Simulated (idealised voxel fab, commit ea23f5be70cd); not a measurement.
process module | voxel gate over fins
cross-section cut | 220 nm wide | cells 5 nm
A cross-section is a grid of square cells, given in bands from the top down. A band is one or more rows of cells.
Each band's line starts with the height of the band's top and of its bottom, in nm. Then come its materials from left to right, each with its width in nm. One material with "throughout" fills the band from edge to edge. "air" is empty space.
Height 0 is the level under which the wafer as received is all one material. The lowest band goes on downwards, as in "0 down".
A width such as "30 to 40" changes by the same amount from each row of cells to the next, from the band's top row to its bottom row.
"no change" after a step means that no cell of the cross-section changed.
closed voids: empty space of 8 cells or more with no open way to the top, each as width x height at its distance from the left edge, in nm
after a step's settings: what the simulator itself notes on the step
overlay nm, on a step with a mask: how far to the right of its planned place the mask lay; to the left if negative
plan
1 op RECEIVE | material Si
2 op CONFORMAL_DEP | material SiN | thk nm 5
3 op MASKED_ETCH | tone cover | mask id FINS | width nm 15 | pitch nm 45 | etch materials SiN | depth nm 5 | overlay nm 0
4 op MASKED_ETCH | tone cover | mask id FINS | width nm 15 | pitch nm 45 | etch materials Si | depth nm 30 | overlay nm 0
5 op FILL_DEP | material SiO2 | thk nm 15
6 op CMP | height nm 5
7 op SELECTIVE_ETCH | etch materials SiO2 | depth nm 20
8 op STRIP | etch materials SiN
9 op CONFORMAL_DEP | material HfO2 | thk nm 5
10 op CONFORMAL_DEP | material TiN | thk nm 5
11 op FILL_DEP | material W | thk nm 15
12 op CMP | height nm 20
13 op CONFORMAL_DEP | material SiN | thk nm 5
as received, after step 1
  0 down: Si throughout
  closed voids: none
first wafer at the end, as planned
  25 to 20: SiN throughout
  20 to 10: W throughout
  10 to 5: W 25 | TiN 35 | W 10 | TiN 35 | W 10 | TiN 35 | W 10 | TiN 35 | W 25
  5 to 0: W 25 | TiN 5 | HfO2 25 | TiN 5 | W 10 | TiN 5 | HfO2 25 | TiN 5 | W 10 | TiN 5 | HfO2 25 | TiN 5 | W 10 | TiN 5 | HfO2 25 | TiN 5 | W 25
  0 to -5: W 25 | TiN 5 | HfO2 5 | Si 15 | HfO2 5 | TiN 5 | W 10 | TiN 5 | HfO2 5 | Si 15 | HfO2 5 | TiN 5 | W 10 | TiN 5 | HfO2 5 | Si 15 | HfO2 5 | TiN 5 | W 10 | TiN 5 | HfO2 5 | Si 15 | HfO2 5 | TiN 5 | W 25
  -5 to -10: TiN 30 | HfO2 5 | Si 15 | HfO2 5 | TiN 20 | HfO2 5 | Si 15 | HfO2 5 | TiN 20 | HfO2 5 | Si 15 | HfO2 5 | TiN 20 | HfO2 5 | Si 15 | HfO2 5 | TiN 30
  -10 to -15: HfO2 35 | Si 15 | HfO2 30 | Si 15 | HfO2 30 | Si 15 | HfO2 30 | Si 15 | HfO2 35
  -15 to -30: SiO2 35 | Si 15 | SiO2 30 | Si 15 | SiO2 30 | Si 15 | SiO2 30 | Si 15 | SiO2 35
  -30 down: Si throughout
  closed voids: none
second wafer at the end: like start, like plan, one mistake
  25 to 20: SiN throughout
  20 to 5: W throughout
  5 to 0: W 30 | TiN 25 | W 20 | TiN 25 | W 20 | TiN 25 | W 20 | TiN 25 | W 30
  0 to -10: W 30 | TiN 5 | Si 15 | TiN 5 | W 20 | TiN 5 | Si 15 | TiN 5 | W 20 | TiN 5 | Si 15 | TiN 5 | W 20 | TiN 5 | Si 15 | TiN 5 | W 30
  -10 to -15: TiN 35 | Si 15 | TiN 30 | Si 15 | TiN 30 | Si 15 | TiN 30 | Si 15 | TiN 35
  -15 to -30: SiO2 35 | Si 15 | SiO2 30 | Si 15 | SiO2 30 | Si 15 | SiO2 30 | Si 15 | SiO2 35
  -30 down: Si throughout
  closed voids: none
what went wrong: step 9 was left out
at the end the second wafer has, in cells: 68 fewer of HfO2 | 68 more of W
